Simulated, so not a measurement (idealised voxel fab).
Herein follows the process module entitled voxel wiring stack.
Shown is cross-section cut, with a width of 215 nm and square cells of size 5 nm.
We lay out every cross-section as a grid of square cells and spell it out in bands from the top down, where one band means one or more rows of cells. The band entry comprises the height of the band's top followed by the height of its bottom, expressed in nm, and subsequently the band's materials from left to right, each stated together with its width in nm. Where a single material is marked with the word "throughout", that material fills the band from edge to edge. The word "air" represents empty space. Heights are expressed relative to 0, this being the level below which the as-received wafer comprises one material exclusively. The lowest band is unbounded in the downward direction and is denoted as in "top 0, no bottom". The two numbers in a width such as "30..40" mark its ends across the band: the first belongs to the top row of cells, the second to the bottom row, and from each row to the next the width moves by the same amount. The cross-section has no changed cell in any step marked "nothing was modified". Enclosed voids (no open way to top), threshold 8 cells or more, entry "Sealed internal cavities", notation width x height at distance, distance from left edge, nm. Text after the settings on a step's line: the simulator's own remark on that step. "overlay nm" answers the question of how far to the right of plan the mask lay on a step that has a mask, and when it is negative the answer is to the left.

### The following list gives the planned process steps
1 RECEIVE (material Si)
2 CONFORMAL_DEP (material SiO2; thk nm 15)
3 DIRECTIONAL_DEP (material TiN; thk nm 5)
4 DIRECTIONAL_DEP (material Ru; thk nm 20)
5 PATTERN (tone cover; mask id METAL_1; material resist; width nm 20; pitch nm 45; thk nm 15; overlay nm 0)
6 DIRECTIONAL_ETCH (etch materials Ru; depth nm 20)
7 DIRECTIONAL_ETCH (etch materials TiN; depth nm 5)
8 STRIP (etch materials resist)
9 FILL_DEP (material lowk; thk nm 5)
10 CMP (height nm 40)
11 CONFORMAL_DEP (material SiCN; thk nm 5)
12 DIRECTIONAL_DEP (material SiO2; thk nm 35)
13 PATTERN (tone open; mask id METAL_2; material resist; width nm 20; pitch nm 45; thk nm 20; overlay nm 0)
14 DIRECTIONAL_ETCH (etch materials SiO2; depth nm 20)
15 STRIP (etch materials resist)
16 DIRECTIONAL_DEP (material aC; thk nm 15)
17 PATTERN (tone open; mask id METAL_2_HOLES; material resist; width nm 15; pitch nm 90; thk nm 35; overlay nm 0)
18 DIRECTIONAL_ETCH (etch materials aC; depth nm 15)
19 STRIP (etch materials resist)
20 DIRECTIONAL_ETCH (etch materials SiO2; depth nm 15)
21 DIRECTIONAL_ETCH (etch materials SiCN; depth nm 5)
22 STRIP (etch materials aC)
23 CONFORMAL_DEP (material TiN; thk nm 5)
24 FILL_DEP (material Cu; thk nm 5)
25 CMP (height nm 80)
26 CONFORMAL_DEP (material SiN; thk nm 5)

### Of two wafers, the first: run according to plan

### Cross-section: wafer on arrival = after step 1
> top 0, no bottom = Si throughout
> Sealed internal cavities: none

### Wafer xsec, post step 2
> top 15, bottom 0 = SiO2 throughout
> No changes below 0.

### Wafer xsec, post step 3
> top 20, bottom 15 = TiN throughout
> No changes below 15.

### Wafer xsec, post step 4
> top 40, bottom 20 = Ru throughout
> No changes below 20.

### Wafer xsec, post step 5
> top 55, bottom 40 = 30 nm air / 20 nm resist / 25 nm air / 20 nm resist / 25 nm air / 20 nm resist / 25 nm air / 20 nm resist / 30 nm air
> No changes below 40.

### Wafer xsec, post step 6
> top 55, bottom 40 = 30 nm air / 20 nm resist / 25 nm air / 20 nm resist / 25 nm air / 20 nm resist / 25 nm air / 20 nm resist / 30 nm air
> top 40, bottom 20 = 30 nm air / 20 nm Ru / 25 nm air / 20 nm Ru / 25 nm air / 20 nm Ru / 25 nm air / 20 nm Ru / 30 nm air
> No changes below 20.

### Wafer xsec, post step 7
> top 55, bottom 40 = 30 nm air / 20 nm resist / 25 nm air / 20 nm resist / 25 nm air / 20 nm resist / 25 nm air / 20 nm resist / 30 nm air
> top 40, bottom 20 = 30 nm air / 20 nm Ru / 25 nm air / 20 nm Ru / 25 nm air / 20 nm Ru / 25 nm air / 20 nm Ru / 30 nm air
> top 20, bottom 15 = 30 nm air / 20 nm TiN / 25 nm air / 20 nm TiN / 25 nm air / 20 nm TiN / 25 nm air / 20 nm TiN / 30 nm air
> No changes below 15.

### Wafer xsec, post step 8
> top 40, bottom 20 = 30 nm air / 20 nm Ru / 25 nm air / 20 nm Ru / 25 nm air / 20 nm Ru / 25 nm air / 20 nm Ru / 30 nm air
> No changes below 20.

### Wafer xsec, post step 9
> top 45, bottom 40 = lowk throughout
> top 40, bottom 20 = 30 nm lowk / 20 nm Ru / 25 nm lowk / 20 nm Ru / 25 nm lowk / 20 nm Ru / 25 nm lowk / 20 nm Ru / 30 nm lowk
> top 20, bottom 15 = 30 nm lowk / 20 nm TiN / 25 nm lowk / 20 nm TiN / 25 nm lowk / 20 nm TiN / 25 nm lowk / 20 nm TiN / 30 nm lowk
> No changes below 15.

### Wafer xsec, post step 10
> top 40, bottom 20 = 30 nm lowk / 20 nm Ru / 25 nm lowk / 20 nm Ru / 25 nm lowk / 20 nm Ru / 25 nm lowk / 20 nm Ru / 30 nm lowk
> No changes below 20.

### Wafer xsec, post step 11
> top 45, bottom 40 = SiCN throughout
> No changes below 40.

### Wafer xsec, post step 12
> top 80, bottom 45 = SiO2 throughout
> No changes below 45.

### Wafer xsec, post step 13
> top 100, bottom 80 = 30 nm resist / 20 nm air / 25 nm resist / 20 nm air / 25 nm resist / 20 nm air / 25 nm resist / 20 nm air / 30 nm resist
> No changes below 80.

### Wafer xsec, post step 14
> top 100, bottom 80 = 30 nm resist / 20 nm air / 25 nm resist / 20 nm air / 25 nm resist / 20 nm air / 25 nm resist / 20 nm air / 30 nm resist
> top 80, bottom 60 = 30 nm SiO2 / 20 nm air / 25 nm SiO2 / 20 nm air / 25 nm SiO2 / 20 nm air / 25 nm SiO2 / 20 nm air / 30 nm SiO2
> No changes below 60.

### Wafer xsec, post step 15
> top 80, bottom 60 = 30 nm SiO2 / 20 nm air / 25 nm SiO2 / 20 nm air / 25 nm SiO2 / 20 nm air / 25 nm SiO2 / 20 nm air / 30 nm SiO2
> No changes below 60.

### Wafer xsec, post step 16
> top 95, bottom 80 = 30 nm aC / 20 nm air / 25 nm aC / 20 nm air / 25 nm aC / 20 nm air / 25 nm aC / 20 nm air / 30 nm aC
> top 80, bottom 75 = 30 nm SiO2 / 20 nm air / 25 nm SiO2 / 20 nm air / 25 nm SiO2 / 20 nm air / 25 nm SiO2 / 20 nm air / 30 nm SiO2
> top 75, bottom 60 = 30 nm SiO2 / 20 nm aC / 25 nm SiO2 / 20 nm aC / 25 nm SiO2 / 20 nm aC / 25 nm SiO2 / 20 nm aC / 30 nm SiO2
> No changes below 60.

### Wafer xsec, post step 17
> top 130, bottom 95 = 30 nm resist / 15 nm air / 75 nm resist / 15 nm air / 80 nm resist
> top 95, bottom 80 = 30 nm aC / 15 nm air / 5 nm resist / 25 nm aC / 20 nm resist / 25 nm aC / 15 nm air / 5 nm resist / 25 nm aC / 20 nm resist / 30 nm aC
> top 80, bottom 75 = 30 nm SiO2 / 15 nm air / 5 nm resist / 25 nm SiO2 / 20 nm resist / 25 nm SiO2 / 15 nm air / 5 nm resist / 25 nm SiO2 / 20 nm resist / 30 nm SiO2
> No changes below 75.

### Wafer xsec, post step 18
> top 115, bottom 95 = 30 nm resist / 15 nm air / 75 nm resist / 15 nm air / 80 nm resist
> top 95, bottom 80 = 30 nm aC / 15 nm air / 5 nm resist / 25 nm aC / 20 nm resist / 25 nm aC / 15 nm air / 5 nm resist / 25 nm aC / 20 nm resist / 30 nm aC
> top 80, bottom 75 = 30 nm SiO2 / 15 nm air / 5 nm resist / 25 nm SiO2 / 20 nm resist / 25 nm SiO2 / 15 nm air / 5 nm resist / 25 nm SiO2 / 20 nm resist / 30 nm SiO2
> top 75, bottom 60 = 30 nm SiO2 / 15 nm air / 5 nm aC / 25 nm SiO2 / 20 nm aC / 25 nm SiO2 / 15 nm air / 5 nm aC / 25 nm SiO2 / 20 nm aC / 30 nm SiO2
> No changes below 60.

### Wafer xsec, post step 19
> top 95, bottom 80 = 30 nm aC / 20 nm air / 25 nm aC / 20 nm air / 25 nm aC / 20 nm air / 25 nm aC / 20 nm air / 30 nm aC
> top 80, bottom 75 = 30 nm SiO2 / 20 nm air / 25 nm SiO2 / 20 nm air / 25 nm SiO2 / 20 nm air / 25 nm SiO2 / 20 nm air / 30 nm SiO2
> No changes below 75.

### Wafer xsec, post step 20
> top 95, bottom 80 = 30 nm aC / 20 nm air / 25 nm aC / 20 nm air / 25 nm aC / 20 nm air / 25 nm aC / 20 nm air / 30 nm aC
> top 80, bottom 75 = 30 nm SiO2 / 20 nm air / 25 nm SiO2 / 20 nm air / 25 nm SiO2 / 20 nm air / 25 nm SiO2 / 20 nm air / 30 nm SiO2
> top 75, bottom 60 = 30 nm SiO2 / 15 nm air / 5 nm aC / 25 nm SiO2 / 20 nm aC / 25 nm SiO2 / 15 nm air / 5 nm aC / 25 nm SiO2 / 20 nm aC / 30 nm SiO2
> top 60, bottom 45 = 30 nm SiO2 / 15 nm air / 75 nm SiO2 / 15 nm air / 80 nm SiO2
> No changes below 45.

### Wafer xsec, post step 21
> top 95, bottom 80 = 30 nm aC / 20 nm air / 25 nm aC / 20 nm air / 25 nm aC / 20 nm air / 25 nm aC / 20 nm air / 30 nm aC
> top 80, bottom 75 = 30 nm SiO2 / 20 nm air / 25 nm SiO2 / 20 nm air / 25 nm SiO2 / 20 nm air / 25 nm SiO2 / 20 nm air / 30 nm SiO2
> top 75, bottom 60 = 30 nm SiO2 / 15 nm air / 5 nm aC / 25 nm SiO2 / 20 nm aC / 25 nm SiO2 / 15 nm air / 5 nm aC / 25 nm SiO2 / 20 nm aC / 30 nm SiO2
> top 60, bottom 45 = 30 nm SiO2 / 15 nm air / 75 nm SiO2 / 15 nm air / 80 nm SiO2
> top 45, bottom 40 = 30 nm SiCN / 15 nm air / 75 nm SiCN / 15 nm air / 80 nm SiCN
> No changes below 40.

### Wafer xsec, post step 22
> top 80, bottom 60 = 30 nm SiO2 / 20 nm air / 25 nm SiO2 / 20 nm air / 25 nm SiO2 / 20 nm air / 25 nm SiO2 / 20 nm air / 30 nm SiO2
> No changes below 60.

### Wafer xsec, post step 23
> top 85, bottom 80 = 35 nm TiN / 10 nm air / 35 nm TiN / 10 nm air / 35 nm TiN / 10 nm air / 35 nm TiN / 10 nm air / 35 nm TiN
> top 80, bottom 65 = 30 nm SiO2 / 5 nm TiN / 10 nm air / 5 nm TiN / 25 nm SiO2 / 5 nm TiN / 10 nm air / 5 nm TiN / 25 nm SiO2 / 5 nm TiN / 10 nm air / 5 nm TiN / 25 nm SiO2 / 5 nm TiN / 10 nm air / 5 nm TiN / 30 nm SiO2
> top 65, bottom 60 = 30 nm SiO2 / 5 nm TiN / 5 nm air / 10 nm TiN / 25 nm SiO2 / 20 nm TiN / 25 nm SiO2 / 5 nm TiN / 5 nm air / 10 nm TiN / 25 nm SiO2 / 20 nm TiN / 30 nm SiO2
> top 60, bottom 45 = 30 nm SiO2 / 5 nm TiN / 5 nm air / 5 nm TiN / 75 nm SiO2 / 5 nm TiN / 5 nm air / 5 nm TiN / 80 nm SiO2
> top 45, bottom 40 = 30 nm SiCN / 15 nm TiN / 75 nm SiCN / 15 nm TiN / 80 nm SiCN
> No changes below 40.

### Wafer xsec, post step 24
> top 90, bottom 85 = Cu throughout
> top 85, bottom 80 = 35 nm TiN / 10 nm Cu / 35 nm TiN / 10 nm Cu / 35 nm TiN / 10 nm Cu / 35 nm TiN / 10 nm Cu / 35 nm TiN
> top 80, bottom 65 = 30 nm SiO2 / 5 nm TiN / 10 nm Cu / 5 nm TiN / 25 nm SiO2 / 5 nm TiN / 10 nm Cu / 5 nm TiN / 25 nm SiO2 / 5 nm TiN / 10 nm Cu / 5 nm TiN / 25 nm SiO2 / 5 nm TiN / 10 nm Cu / 5 nm TiN / 30 nm SiO2
> top 65, bottom 60 = 30 nm SiO2 / 5 nm TiN / 5 nm Cu / 10 nm TiN / 25 nm SiO2 / 20 nm TiN / 25 nm SiO2 / 5 nm TiN / 5 nm Cu / 10 nm TiN / 25 nm SiO2 / 20 nm TiN / 30 nm SiO2
> top 60, bottom 45 = 30 nm SiO2 / 5 nm TiN / 5 nm Cu / 5 nm TiN / 75 nm SiO2 / 5 nm TiN / 5 nm Cu / 5 nm TiN / 80 nm SiO2
> No changes below 45.

### Wafer xsec, post step 25
> top 80, bottom 65 = 30 nm SiO2 / 5 nm TiN / 10 nm Cu / 5 nm TiN / 25 nm SiO2 / 5 nm TiN / 10 nm Cu / 5 nm TiN / 25 nm SiO2 / 5 nm TiN / 10 nm Cu / 5 nm TiN / 25 nm SiO2 / 5 nm TiN / 10 nm Cu / 5 nm TiN / 30 nm SiO2
> No changes below 65.

### Wafer xsec, post step 26
> top 85, bottom 80 = SiN throughout
> No changes below 80.

### Wafer two. Same start, same plan, one slip in execution. Same as wafer one through step 2, inclusive

Look at the second wafer in cross-section at the time step 3 ought to have finished: nothing was modified

### Look at the second wafer in cross-section at the time step 4 ought to have finished
> top 35, bottom 15 = Ru throughout
> No changes below 15.

### Look at the second wafer in cross-section at the time step 5 ought to have finished
> top 50, bottom 35 = 30 nm air / 20 nm resist / 25 nm air / 20 nm resist / 25 nm air / 20 nm resist / 25 nm air / 20 nm resist / 30 nm air
> No changes below 35.

### Look at the second wafer in cross-section at the time step 6 ought to have finished
> top 50, bottom 35 = 30 nm air / 20 nm resist / 25 nm air / 20 nm resist / 25 nm air / 20 nm resist / 25 nm air / 20 nm resist / 30 nm air
> top 35, bottom 15 = 30 nm air / 20 nm Ru / 25 nm air / 20 nm Ru / 25 nm air / 20 nm Ru / 25 nm air / 20 nm Ru / 30 nm air
> No changes below 15.

Look at the second wafer in cross-section at the time step 7 ought to have finished: nothing was modified

### Look at the second wafer in cross-section at the time step 8 ought to have finished
> top 35, bottom 15 = 30 nm air / 20 nm Ru / 25 nm air / 20 nm Ru / 25 nm air / 20 nm Ru / 25 nm air / 20 nm Ru / 30 nm air
> No changes below 15.

### Look at the second wafer in cross-section at the time step 9 ought to have finished
> top 40, bottom 35 = lowk throughout
> top 35, bottom 15 = 30 nm lowk / 20 nm Ru / 25 nm lowk / 20 nm Ru / 25 nm lowk / 20 nm Ru / 25 nm lowk / 20 nm Ru / 30 nm lowk
> No changes below 15.

Look at the second wafer in cross-section at the time step 10 ought to have finished: nothing was modified

### Look at the second wafer in cross-section at the time step 11 ought to have finished
> top 45, bottom 40 = SiCN throughout
> No changes below 40.

### Look at the second wafer in cross-section at the time step 12 ought to have finished
> top 80, bottom 45 = SiO2 throughout
> No changes below 45.

### Look at the second wafer in cross-section at the time step 13 ought to have finished
> top 100, bottom 80 = 30 nm resist / 20 nm air / 25 nm resist / 20 nm air / 25 nm resist / 20 nm air / 25 nm resist / 20 nm air / 30 nm resist
> No changes below 80.

### Look at the second wafer in cross-section at the time step 14 ought to have finished
> top 100, bottom 80 = 30 nm resist / 20 nm air / 25 nm resist / 20 nm air / 25 nm resist / 20 nm air / 25 nm resist / 20 nm air / 30 nm resist
> top 80, bottom 60 = 30 nm SiO2 / 20 nm air / 25 nm SiO2 / 20 nm air / 25 nm SiO2 / 20 nm air / 25 nm SiO2 / 20 nm air / 30 nm SiO2
> No changes below 60.

### Look at the second wafer in cross-section at the time step 15 ought to have finished
> top 80, bottom 60 = 30 nm SiO2 / 20 nm air / 25 nm SiO2 / 20 nm air / 25 nm SiO2 / 20 nm air / 25 nm SiO2 / 20 nm air / 30 nm SiO2
> No changes below 60.

### Look at the second wafer in cross-section at the time step 16 ought to have finished
> top 95, bottom 80 = 30 nm aC / 20 nm air / 25 nm aC / 20 nm air / 25 nm aC / 20 nm air / 25 nm aC / 20 nm air / 30 nm aC
> top 80, bottom 75 = 30 nm SiO2 / 20 nm air / 25 nm SiO2 / 20 nm air / 25 nm SiO2 / 20 nm air / 25 nm SiO2 / 20 nm air / 30 nm SiO2
> top 75, bottom 60 = 30 nm SiO2 / 20 nm aC / 25 nm SiO2 / 20 nm aC / 25 nm SiO2 / 20 nm aC / 25 nm SiO2 / 20 nm aC / 30 nm SiO2
> No changes below 60.

### Look at the second wafer in cross-section at the time step 17 ought to have finished
> top 130, bottom 95 = 30 nm resist / 15 nm air / 75 nm resist / 15 nm air / 80 nm resist
> top 95, bottom 80 = 30 nm aC / 15 nm air / 5 nm resist / 25 nm aC / 20 nm resist / 25 nm aC / 15 nm air / 5 nm resist / 25 nm aC / 20 nm resist / 30 nm aC
> top 80, bottom 75 = 30 nm SiO2 / 15 nm air / 5 nm resist / 25 nm SiO2 / 20 nm resist / 25 nm SiO2 / 15 nm air / 5 nm resist / 25 nm SiO2 / 20 nm resist / 30 nm SiO2
> No changes below 75.

### Look at the second wafer in cross-section at the time step 18 ought to have finished
> top 115, bottom 95 = 30 nm resist / 15 nm air / 75 nm resist / 15 nm air / 80 nm resist
> top 95, bottom 80 = 30 nm aC / 15 nm air / 5 nm resist / 25 nm aC / 20 nm resist / 25 nm aC / 15 nm air / 5 nm resist / 25 nm aC / 20 nm resist / 30 nm aC
> top 80, bottom 75 = 30 nm SiO2 / 15 nm air / 5 nm resist / 25 nm SiO2 / 20 nm resist / 25 nm SiO2 / 15 nm air / 5 nm resist / 25 nm SiO2 / 20 nm resist / 30 nm SiO2
> top 75, bottom 60 = 30 nm SiO2 / 15 nm air / 5 nm aC / 25 nm SiO2 / 20 nm aC / 25 nm SiO2 / 15 nm air / 5 nm aC / 25 nm SiO2 / 20 nm aC / 30 nm SiO2
> No changes below 60.

### Look at the second wafer in cross-section at the time step 19 ought to have finished
> top 95, bottom 80 = 30 nm aC / 20 nm air / 25 nm aC / 20 nm air / 25 nm aC / 20 nm air / 25 nm aC / 20 nm air / 30 nm aC
> top 80, bottom 75 = 30 nm SiO2 / 20 nm air / 25 nm SiO2 / 20 nm air / 25 nm SiO2 / 20 nm air / 25 nm SiO2 / 20 nm air / 30 nm SiO2
> No changes below 75.

### Look at the second wafer in cross-section at the time step 20 ought to have finished
> top 95, bottom 80 = 30 nm aC / 20 nm air / 25 nm aC / 20 nm air / 25 nm aC / 20 nm air / 25 nm aC / 20 nm air / 30 nm aC
> top 80, bottom 75 = 30 nm SiO2 / 20 nm air / 25 nm SiO2 / 20 nm air / 25 nm SiO2 / 20 nm air / 25 nm SiO2 / 20 nm air / 30 nm SiO2
> top 75, bottom 60 = 30 nm SiO2 / 15 nm air / 5 nm aC / 25 nm SiO2 / 20 nm aC / 25 nm SiO2 / 15 nm air / 5 nm aC / 25 nm SiO2 / 20 nm aC / 30 nm SiO2
> top 60, bottom 45 = 30 nm SiO2 / 15 nm air / 75 nm SiO2 / 15 nm air / 80 nm SiO2
> No changes below 45.

### Look at the second wafer in cross-section at the time step 21 ought to have finished
> top 95, bottom 80 = 30 nm aC / 20 nm air / 25 nm aC / 20 nm air / 25 nm aC / 20 nm air / 25 nm aC / 20 nm air / 30 nm aC
> top 80, bottom 75 = 30 nm SiO2 / 20 nm air / 25 nm SiO2 / 20 nm air / 25 nm SiO2 / 20 nm air / 25 nm SiO2 / 20 nm air / 30 nm SiO2
> top 75, bottom 60 = 30 nm SiO2 / 15 nm air / 5 nm aC / 25 nm SiO2 / 20 nm aC / 25 nm SiO2 / 15 nm air / 5 nm aC / 25 nm SiO2 / 20 nm aC / 30 nm SiO2
> top 60, bottom 45 = 30 nm SiO2 / 15 nm air / 75 nm SiO2 / 15 nm air / 80 nm SiO2
> top 45, bottom 40 = 30 nm SiCN / 15 nm air / 75 nm SiCN / 15 nm air / 80 nm SiCN
> No changes below 40.

### Look at the second wafer in cross-section at the time step 22 ought to have finished
> top 80, bottom 60 = 30 nm SiO2 / 20 nm air / 25 nm SiO2 / 20 nm air / 25 nm SiO2 / 20 nm air / 25 nm SiO2 / 20 nm air / 30 nm SiO2
> No changes below 60.

### Look at the second wafer in cross-section at the time step 23 ought to have finished
> top 85, bottom 80 = 35 nm TiN / 10 nm air / 35 nm TiN / 10 nm air / 35 nm TiN / 10 nm air / 35 nm TiN / 10 nm air / 35 nm TiN
> top 80, bottom 65 = 30 nm SiO2 / 5 nm TiN / 10 nm air / 5 nm TiN / 25 nm SiO2 / 5 nm TiN / 10 nm air / 5 nm TiN / 25 nm SiO2 / 5 nm TiN / 10 nm air / 5 nm TiN / 25 nm SiO2 / 5 nm TiN / 10 nm air / 5 nm TiN / 30 nm SiO2
> top 65, bottom 60 = 30 nm SiO2 / 5 nm TiN / 5 nm air / 10 nm TiN / 25 nm SiO2 / 20 nm TiN / 25 nm SiO2 / 5 nm TiN / 5 nm air / 10 nm TiN / 25 nm SiO2 / 20 nm TiN / 30 nm SiO2
> top 60, bottom 45 = 30 nm SiO2 / 5 nm TiN / 5 nm air / 5 nm TiN / 75 nm SiO2 / 5 nm TiN / 5 nm air / 5 nm TiN / 80 nm SiO2
> top 45, bottom 40 = 30 nm SiCN / 15 nm TiN / 75 nm SiCN / 15 nm TiN / 80 nm SiCN
> No changes below 40.

### Look at the second wafer in cross-section at the time step 24 ought to have finished
> top 90, bottom 85 = Cu throughout
> top 85, bottom 80 = 35 nm TiN / 10 nm Cu / 35 nm TiN / 10 nm Cu / 35 nm TiN / 10 nm Cu / 35 nm TiN / 10 nm Cu / 35 nm TiN
> top 80, bottom 65 = 30 nm SiO2 / 5 nm TiN / 10 nm Cu / 5 nm TiN / 25 nm SiO2 / 5 nm TiN / 10 nm Cu / 5 nm TiN / 25 nm SiO2 / 5 nm TiN / 10 nm Cu / 5 nm TiN / 25 nm SiO2 / 5 nm TiN / 10 nm Cu / 5 nm TiN / 30 nm SiO2
> top 65, bottom 60 = 30 nm SiO2 / 5 nm TiN / 5 nm Cu / 10 nm TiN / 25 nm SiO2 / 20 nm TiN / 25 nm SiO2 / 5 nm TiN / 5 nm Cu / 10 nm TiN / 25 nm SiO2 / 20 nm TiN / 30 nm SiO2
> top 60, bottom 45 = 30 nm SiO2 / 5 nm TiN / 5 nm Cu / 5 nm TiN / 75 nm SiO2 / 5 nm TiN / 5 nm Cu / 5 nm TiN / 80 nm SiO2
> No changes below 45.

### Look at the second wafer in cross-section at the time step 25 ought to have finished
> top 80, bottom 65 = 30 nm SiO2 / 5 nm TiN / 10 nm Cu / 5 nm TiN / 25 nm SiO2 / 5 nm TiN / 10 nm Cu / 5 nm TiN / 25 nm SiO2 / 5 nm TiN / 10 nm Cu / 5 nm TiN / 25 nm SiO2 / 5 nm TiN / 10 nm Cu / 5 nm TiN / 30 nm SiO2
> No changes below 65.

### Look at the second wafer in cross-section at the time step 26 ought to have finished
> top 85, bottom 80 = SiN throughout
> No changes below 80.
Error vs. plan: step 3 of the plan was bypassed and not carried out
Looking at both finished wafers in cells, the second ends up ahead of or behind the first on some materials: -16 TiN, +16 lowk
